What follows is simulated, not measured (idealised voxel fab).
Process module in this document: voxel self aligned vias
Cross-section cut: width 240 nm, square cells of 5 nm.
How to read a cross-section here: the picture is a grid of square cells, written as bands going from the top down, and any band can span one or more rows of cells.
Within each band entry, the heights of the top and of the bottom of the band appear first, in that order and in nm; the materials of the band then follow from left to right, each with its corresponding width in nm. The designation "full width" on a single material indicates that it fills the band from edge to edge; the designation "blank" indicates empty space.
Height is counted from the level 0, under which the received wafer is composed throughout of one material. The lowest of the bands is not closed at the bottom but continues downward, in the notation "z 0 and below".
Width "30..40": first value at the band's top row of cells, second value at its bottom row, equal change from row to row.
Key: "stayed the same" - step with no changed cell in the cross-section.
"Enclosed empty spaces" means: voids of 8 cells or more that are shut off from the top with no open way through. Written width x height at distance, distance from the left edge, in nm.
Anything after a step's settings on that line? It's the simulator's own note about the step.
overlay nm: on a step with a mask, how far right of its planned place the mask lay; negative means left.

**Planned step list for the process**
1) RECEIVE [material Si]
2) CONFORMAL_DEP [material SiO2] [thk nm 10]
3) CONFORMAL_DEP [material SiCN] [thk nm 5]
4) DIRECTIONAL_DEP [material SiO2] [thk nm 25]
5) PATTERN [tone open] [mask id LINES] [material resist] [width nm 20] [pitch nm 65] [thk nm 15] [overlay nm 0]
6) DIRECTIONAL_ETCH [etch materials SiO2] [depth nm 25]
7) STRIP [etch materials resist]
8) CONFORMAL_DEP [material TiN] [thk nm 5]
9) FILL_DEP [material W] [thk nm 10]
10) CMP [height nm 40]
11) SELECTIVE_ETCH [etch materials W Ru TiN] [depth nm 10]
12) FILL_DEP [material SiN] [thk nm 5]
13) CMP [height nm 40]
14) DIRECTIONAL_DEP [material SiO2] [thk nm 15]
15) DIRECTIONAL_DEP [material aC] [thk nm 10]
16) PATTERN [tone open] [mask id VIAS] [material resist] [width nm 40] [pitch nm 65] [thk nm 30] [overlay nm 0]
17) DIRECTIONAL_ETCH [etch materials aC] [depth nm 10]
18) STRIP [etch materials resist]
19) DIRECTIONAL_ETCH [etch materials SiO2] [depth nm 15]
20) DIRECTIONAL_ETCH [etch materials SiN] [depth nm 10]
21) STRIP [etch materials aC]
22) CONFORMAL_DEP [material TiN] [thk nm 5]
23) FILL_DEP [material Ru] [thk nm 5]
24) CMP [height nm 55]
25) CONFORMAL_DEP [material SiN] [thk nm 5]

**Cross-sectional view of the wafer in its as-received condition, corresponding to the state after step 1**
* z 0 and below: Si full width
* Enclosed empty spaces: none

**The cross-section shown corresponds to the wafer at the conclusion of the module. The initial structure and the process plan are those presented above; however, one mistake occurred in executing the plan**
* z 60 to 55: W full width
* z 55 to 45: 65 nm SiO2; 5 nm TiN; 30 nm Ru; 5 nm TiN; 25 nm SiO2; 5 nm TiN; 30 nm Ru; 5 nm TiN; 70 nm SiO2
* z 45 to 35: 65..75 nm SiO2; 15..5 nm TiN; 10 nm Ru; 15..5 nm TiN; 25..45 nm SiO2; 15..5 nm TiN; 10 nm Ru; 15..5 nm TiN; 70..80 nm SiO2
* z 35 to 30: 75 nm SiO2; 20 nm TiN; 45 nm SiO2; 20 nm TiN; 80 nm SiO2
* z 30 to 20: 75 nm SiO2; 5 nm TiN; 10 nm W; 5 nm TiN; 45 nm SiO2; 5 nm TiN; 10 nm W; 5 nm TiN; 80 nm SiO2
* z 20 to 15: 75 nm SiO2; 20 nm TiN; 45 nm SiO2; 20 nm TiN; 80 nm SiO2
* z 15 to 10: SiCN full width
* z 10 to 0: SiO2 full width
* z 0 and below: Si full width
* Enclosed empty spaces: none
Error vs. plan: step 25 ran as: CONFORMAL_DEP [material W] [thk nm 5]
